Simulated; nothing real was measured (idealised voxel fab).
Herein follows the process module entitled voxel capacitor over wiring.
Pictured: cross-section cut, 270 nm wide, on a grid of 5 nm square cells.
In this document a cross-section is written as a grid of square cells. It is given as a series of bands, listed from the top down, and a band is one or more rows of cells. First you get the band's top height and its bottom height, in nm, and then the materials it's made of, left to right, with each width in nm. If you see a single material with "full width", that one covers the band edge to edge. "blank" is empty space. Where do heights start? At 0: under that level the wafer as delivered is made of one material only. And the lowest band has no floor; it just carries on downward, as in "0 down". The notation "30->40" denotes a width that varies across the rows of cells in the band, beginning at the first number in the top row, finishing at the second number in the bottom row, and changing by an identical amount from each row to the next. What does "nothing got changed" mean for a step? It means no cell of the cross-section changed in that step. Each empty space that has no open way to the top and spans at least 8 cells appears under "Closed void register" as width x height at distance, the distance counted from the left edge, all in nm. Past the settings on a step's line: simulator remark, on that step. "overlay nm" denotes, for a step that has a mask, the displacement of the mask to the right of its planned place, with negative values corresponding to the left. For the reader: what remains of this document is a series of pairs, each showing a cross-section before one process step and a cross-section after that step which reaches down only to the lowest band that changed, with the step between them and its settings set out under the pair. It should not be assumed that a pair continues from the pair above it; the pairs can come from different runs of this module on the same starting wafer, and such continuity exists only where the entry headed "Before processing" says so.
Before processing:
95 to 85: blank 85; aC 70; blank 115
85 to 80: blank 85; aC 80; blank 105
80 to 75: blank 85; TiN 70; aC 10; blank 105
75 to 70: blank 85; HfO2 70; aC 10; blank 105
70 to 60: TiN full width
60 to 40: SiO2 85; TiN 5; Cu 5; TiN 5; SiO2 170
40 to 35: SiCN 85; TiN 15; SiCN 170
35 to 20: SiO2 75; TiN 5; Ru 15; TiN 5; SiO2 65; TiN 5; Ru 15; TiN 5; SiO2 80
20 to 15: SiCN 75; TiN 25; SiCN 65; TiN 25; SiCN 80
15 to 0: SiO2 full width
0 down: Si full width
Closed void register: none
Structure After Step:
95 to 85: blank 85; aC 70; blank 115
85 to 80: blank 85; aC 80; blank 105
80 to 75: blank 85; TiN 70; aC 10; blank 105
75 to 70: blank 85; HfO2 70; aC 10; blank 105
70 to 60: blank 85; TiN 80; blank 105
Below 60 it's all the same as before, nothing changed down there.
Closed void register: none
The process step separating the two cross-sections depicted above is as follows: DIRECTIONAL_ETCH with etch materials TiN, depth nm 10
Before processing: Please consult the pair immediately above; the cross-section it shows after its step is the state before this step.
Structure After Step:
80 to 75: blank 85; TiN 70; blank 115
75 to 70: blank 85; HfO2 70; blank 115
Below 70 it's all the same as before, nothing changed down there.
Closed void register: none
The process step separating the two cross-sections depicted above is as follows: STRIP with etch materials aC
Before processing: Please consult the pair immediately above; the cross-section it shows after its step is the state before this step.
Structure After Step:
100 to 80: SiO2 full width
80 to 75: SiO2 85; TiN 70; SiO2 115
75 to 70: SiO2 85; HfO2 70; SiO2 115
70 to 60: SiO2 85; TiN 80; SiO2 105
Below 60 it's all the same as before, nothing changed down there.
Closed void register: none
The process step separating the two cross-sections depicted above is as follows: FILL_DEP with material SiO2, thk nm 20
Before processing: Please consult the pair immediately above; the cross-section it shows after its step is the state before this step.
Structure After Step:
95 to 80: SiO2 full width
Below 80 it's all the same as before, nothing changed down there.
Closed void register: none
The process step separating the two cross-sections depicted above is as follows: CMP with height nm 95
Before processing: Please consult the pair immediately above; the cross-section it shows after its step is the state before this step.
Structure After Step:
95 to 80: SiO2 95; blank 15; SiO2 160
Below 80 it's all the same as before, nothing changed down there.
Closed void register: none
The process step separating the two cross-sections depicted above is as follows: MASKED_ETCH with tone open, mask id PLUG_2, width nm 15, etch materials SiO2, depth nm 15, overlay nm 0
Before processing: Please consult the pair immediately above; the cross-section it shows after its step is the state before this step.
Structure After Step:
100 to 95: TiN 100; blank 5; TiN 165
95 to 85: SiO2 95; TiN 5; blank 5; TiN 5; SiO2 160
85 to 75: SiO2 95->85; TiN 15->70; SiO2 160->115
Below 75 it's all the same as before, nothing changed down there.
Closed void register: none
The process step separating the two cross-sections depicted above is as follows: CONFORMAL_DEP with material TiN, thk nm 5
Before processing: Please consult the pair immediately above; the cross-section it shows after its step is the state before this step.
Structure After Step:
105 to 100: W full width
100 to 95: TiN 100; W 5; TiN 165
95 to 85: SiO2 95; TiN 5; W 5; TiN 5; SiO2 160
Below 85 it's all the same as before, nothing changed down there.
Closed void register: none
The process step separating the two cross-sections depicted above is as follows: FILL_DEP with material W, thk nm 5
Before processing: Please consult the pair immediately above; the cross-section it shows after its step is the state before this step.
Structure After Step:
95 to 85: SiO2 95; TiN 5; W 5; TiN 5; SiO2 160
Below 85 it's all the same as before, nothing changed down there.
Closed void register: none
The process step separating the two cross-sections depicted above is as follows: CMP with height nm 95
Before processing: Please consult the pair immediately above; the cross-section it shows after its step is the state before this step.
Structure After Step:
100 to 95: SiCN full width
Below 95 it's all the same as before, nothing changed down there.
Closed void register: none
The process step separating the two cross-sections depicted above is as follows: CONFORMAL_DEP with material SiCN, thk nm 5
Before processing:
95 to 85: SiO2 95; TiN 5; W 5; TiN 5; SiO2 160
85 to 75: SiO2 95->85; TiN 15->70; SiO2 160->115
75 to 70: SiO2 85; HfO2 70; SiO2 115
70 to 60: SiO2 80; TiN 80; SiO2 110
60 to 40: SiO2 85; TiN 5; Cu 5; TiN 5; SiO2 170
40 to 35: SiCN 85; TiN 15; SiCN 170
35 to 20: SiO2 75; TiN 5; Ru 15; TiN 5; SiO2 65; TiN 5; Ru 15; TiN 5; SiO2 80
20 to 15: SiCN 75; TiN 25; SiCN 65; TiN 25; SiCN 80
15 to 0: SiO2 full width
0 down: Si full width
Closed void register: none
Structure After Step:
100 to 95: Ru full width
Below 95 it's all the same as before, nothing changed down there.
Closed void register: none
The process step separating the two cross-sections depicted above is as follows: CONFORMAL_DEP with material Ru, thk nm 5
Before processing:
60 to 40: SiO2 full width
40 to 35: SiCN full width
35 to 20: SiO2 75; TiN 5; Ru 15; TiN 5; SiO2 65; TiN 5; Ru 15; TiN 5; SiO2 80
20 to 15: SiCN 75; TiN 25; SiCN 65; TiN 25; SiCN 80
15 to 0: SiO2 full width
0 down: Si full width
Closed void register: none
Structure After Step:
60 to 40: blank 85; SiO2 15; blank 170
Below 40 it's all the same as before, nothing changed down there.
Closed void register: none
The process step separating the two cross-sections depicted above is as follows: MASKED_ETCH with tone cover, mask id PLUG_1, width nm 15, etch materials SiO2, depth nm 20, overlay nm 0
Before processing: Please consult the pair immediately above; the cross-section it shows after its step is the state before this step.
Structure After Step:
65 to 60: blank 80; TiN 25; blank 165
60 to 45: blank 80; TiN 5; SiO2 15; TiN 5; blank 165
45 to 40: TiN 85; SiO2 15; TiN 170
Below 40 it's all the same as before, nothing changed down there.
Closed void register: none
The process step separating the two cross-sections depicted above is as follows: CONFORMAL_DEP with material TiN, thk nm 5
Before processing: Please consult the pair immediately above; the cross-section it shows after its step is the state before this step.
Structure After Step:
70 to 65: Cu full width
65 to 60: Cu 80; TiN 25; Cu 165
60 to 45: Cu 80; TiN 5; SiO2 15; TiN 5; Cu 165
Below 45 it's all the same as before, nothing changed down there.
Closed void register: none
The process step separating the two cross-sections depicted above is as follows: FILL_DEP with material Cu, thk nm 5
Before processing: Please consult the pair immediately above; the cross-section it shows after its step is the state before this step.
Structure After Step:
60 to 45: Cu 80; TiN 5; SiO2 15; TiN 5; Cu 165
Below 45 it's all the same as before, nothing changed down there.
Closed void register: none
The process step separating the two cross-sections depicted above is as follows: CMP with height nm 60
Before processing: Please consult the pair immediately above; the cross-section it shows after its step is the state before this step.
Structure After Step:
70 to 60: TiN full width
Below 60 it's all the same as before, nothing changed down there.
Closed void register: none
The process step separating the two cross-sections depicted above is as follows: DIRECTIONAL_DEP with material TiN, thk nm 10
Before processing: Please consult the pair immediately above; the cross-section it shows after its step is the state before this step.
Structure After Step:
75 to 70: HfO2 full width
Below 70 it's all the same as before, nothing changed down there.
Closed void register: none
The process step separating the two cross-sections depicted above is as follows: DIRECTIONAL_DEP with material HfO2, thk nm 5
Before processing: Please consult the pair immediately above; the cross-section it shows after its step is the state before this step.
Structure After Step:
80 to 75: TiN full width
Below 75 it's all the same as before, nothing changed down there.
Closed void register: none
The process step separating the two cross-sections depicted above is as follows: DIRECTIONAL_DEP with material TiN, thk nm 5
Before processing: Please consult the pair immediately above; the cross-section it shows after its step is the state before this step.
Structure After Step:
90 to 80: aC full width
Below 80 it's all the same as before, nothing changed down there.
Closed void register: none
The process step separating the two cross-sections depicted above is as follows: DIRECTIONAL_DEP with material aC, thk nm 10
Before processing: Please consult the pair immediately above; the cross-section it shows after its step is the state before this step.
Structure After Step:
115 to 90: blank 85; resist 70; blank 115
Below 90 it's all the same as before, nothing changed down there.
Closed void register: none
The process step separating the two cross-sections depicted above is as follows: PATTERN with tone cover, mask id UPPER_PLATE, material resist, width nm 70, thk nm 25, overlay nm 0
Before processing: Please consult the pair immediately above; the cross-section it shows after its step is the state before this step.
Structure After Step:
105 to 90: blank 85; resist 70; blank 115
90 to 80: blank 85; aC 70; blank 115
Below 80 it's all the same as before, nothing changed down there.
Closed void register: none
The process step separating the two cross-sections depicted above is as follows: DIRECTIONAL_ETCH with etch materials aC, depth nm 10
Before processing: Please consult the pair immediately above; the cross-section it shows after its step is the state before this step.
Structure After Step:
90 to 80: blank 85; aC 70; blank 115
Below 80 it's all the same as before, nothing changed down there.
Closed void register: none
The process step separating the two cross-sections depicted above is as follows: STRIP with etch materials resist
Before processing: Please consult the pair immediately above; the cross-section it shows after its step is the state before this step.
Structure After Step:
90 to 80: blank 85; aC 70; blank 115
80 to 75: blank 85; TiN 70; blank 115
Below 75 it's all the same as before, nothing changed down there.
Closed void register: none
The process step separating the two cross-sections depicted above is as follows: DIRECTIONAL_ETCH with etch materials TiN, depth nm 5
Before processing: Please consult the pair immediately above; the cross-section it shows after its step is the state before this step.
Structure After Step:
90 to 80: blank 85; aC 70; blank 115
80 to 75: blank 85; TiN 70; blank 115
75 to 70: blank 85; HfO2 70; blank 115
Below 70 it's all the same as before, nothing changed down there.
Closed void register: none
The process step separating the two cross-sections depicted above is as follows: DIRECTIONAL_ETCH with etch materials HfO2, depth nm 5
Before processing: Please consult the pair immediately above; the cross-section it shows after its step is the state before this step.
Structure After Step:
80 to 75: blank 85; TiN 70; blank 115
Below 75 it's all the same as before, nothing changed down there.
Closed void register: none
The process step separating the two cross-sections depicted above is as follows: STRIP with etch materials aC
Before processing: Please consult the pair immediately above; the cross-section it shows after its step is the state before this step.
Structure After Step:
95 to 85: blank 85; aC 70; blank 115
85 to 80: aC full width
80 to 75: aC 85; TiN 70; aC 115
75 to 70: aC 85; HfO2 70; aC 115
Below 70 it's all the same as before, nothing changed down there.
Closed void register: none
The process step separating the two cross-sections depicted above is as follows: DIRECTIONAL_DEP with material aC, thk nm 15
Before processing: Please consult the pair immediately above; the cross-section it shows after its step is the state before this step.
Structure After Step:
125 to 95: blank 80; resist 80; blank 110
95 to 85: blank 80; resist 5; aC 70; resist 5; blank 110
Below 85 it's all the same as before, nothing changed down there.
Closed void register: none
The process step separating the two cross-sections depicted above is as follows: PATTERN with tone cover, mask id LOWER_PLATE, material resist, width nm 80, thk nm 30, overlay nm 0
Before processing: Please consult the pair immediately above; the cross-section it shows after its step is the state before this step.
Structure After Step:
110 to 95: blank 80; resist 80; blank 110
95 to 85: blank 80; resist 5; aC 70; resist 5; blank 110
85 to 80: blank 80; aC 80; blank 110
80 to 75: blank 80; aC 5; TiN 70; aC 5; blank 110
75 to 70: blank 80; aC 5; HfO2 70; aC 5; blank 110
Below 70 it's all the same as before, nothing changed down there.
Closed void register: none
The process step separating the two cross-sections depicted above is as follows: DIRECTIONAL_ETCH with etch materials aC, depth nm 15
Before processing: Please consult the pair immediately above; the cross-section it shows after its step is the state before this step.
Structure After Step:
95 to 85: blank 85; aC 70; blank 115
Below 85 it's all the same as before, nothing changed down there.
Closed void register: none
The process step separating the two cross-sections depicted above is as follows: STRIP with etch materials resist
Before processing: Please consult the pair immediately above; the cross-section it shows after its step is the state before this step.
Structure After Step:
95 to 85: blank 85; aC 70; blank 115
85 to 80: blank 80; aC 80; blank 110
80 to 75: blank 80; aC 5; TiN 70; aC 5; blank 110
75 to 70: blank 80; aC 5; HfO2 70; aC 5; blank 110
70 to 60: blank 80; TiN 80; blank 110
Below 60 it's all the same as before, nothing changed down there.
Closed void register: none
The process step separating the two cross-sections depicted above is as follows: DIRECTIONAL_ETCH with etch materials TiN, depth nm 10
Before processing: Please consult the pair immediately above; the cross-section it shows after its step is the state before this step.
Structure After Step:
80 to 75: blank 85; TiN 70; blank 115
75 to 70: blank 85; HfO2 70; blank 115
Below 70 it's all the same as before, nothing changed down there.
Closed void register: none
The process step separating the two cross-sections depicted above is as follows: STRIP with etch materials aC
Before processing: Please consult the pair immediately above; the cross-section it shows after its step is the state before this step.
Structure After Step:
100 to 80: SiO2 full width
80 to 75: SiO2 85; TiN 70; SiO2 115
75 to 70: SiO2 85; HfO2 70; SiO2 115
70 to 60: SiO2 80; TiN 80; SiO2 110
Below 60 it's all the same as before, nothing changed down there.
Closed void register: none
The process step separating the two cross-sections depicted above is as follows: FILL_DEP with material SiO2, thk nm 20
Before processing: Please consult the pair immediately above; the cross-section it shows after its step is the state before this step.
Structure After Step:
95 to 80: SiO2 full width
Below 80 it's all the same as before, nothing changed down there.
Closed void register: none
The process step separating the two cross-sections depicted above is as follows: CMP with height nm 95
Before processing: Please consult the pair immediately above; the cross-section it shows after its step is the state before this step.
Structure After Step:
95 to 80: SiO2 95; blank 15; SiO2 160
Below 80 it's all the same as before, nothing changed down there.
Closed void register: none
The process step separating the two cross-sections depicted above is as follows: MASKED_ETCH with tone open, mask id PLUG_2, width nm 15, etch materials SiO2, depth nm 15, overlay nm 0
Before processing: Please consult the pair immediately above; the cross-section it shows after its step is the state before this step.
Structure After Step:
100 to 95: TiN 100; blank 5; TiN 165
95 to 85: SiO2 95; TiN 5; blank 5; TiN 5; SiO2 160
85 to 75: SiO2 95->85; TiN 15->70; SiO2 160->115
Below 75 it's all the same as before, nothing changed down there.
Closed void register: none
The process step separating the two cross-sections depicted above is as follows: CONFORMAL_DEP with material TiN, thk nm 5
Before processing: Please consult the pair immediately above; the cross-section it shows after its step is the state before this step.
Structure After Step:
105 to 100: W full width
100 to 95: TiN 100; W 5; TiN 165
95 to 85: SiO2 95; TiN 5; W 5; TiN 5; SiO2 160
Below 85 it's all the same as before, nothing changed down there.
Closed void register: none
The process step separating the two cross-sections depicted above is as follows: FILL_DEP with material W, thk nm 5
Before processing: Please consult the pair immediately above; the cross-section it shows after its step is the state before this step.
Structure After Step:
95 to 85: SiO2 95; TiN 5; W 5; TiN 5; SiO2 160
Below 85 it's all the same as before, nothing changed down there.
Closed void register: none
The process step separating the two cross-sections depicted above is as follows: CMP with height nm 95
Before processing: Please consult the pair immediately above; the cross-section it shows after its step is the state before this step.
Structure After Step:
100 to 95: SiCN full width
Below 95 it's all the same as before, nothing changed down there.
Closed void register: none
The process step separating the two cross-sections depicted above is as follows: CONFORMAL_DEP with material SiCN, thk nm 5
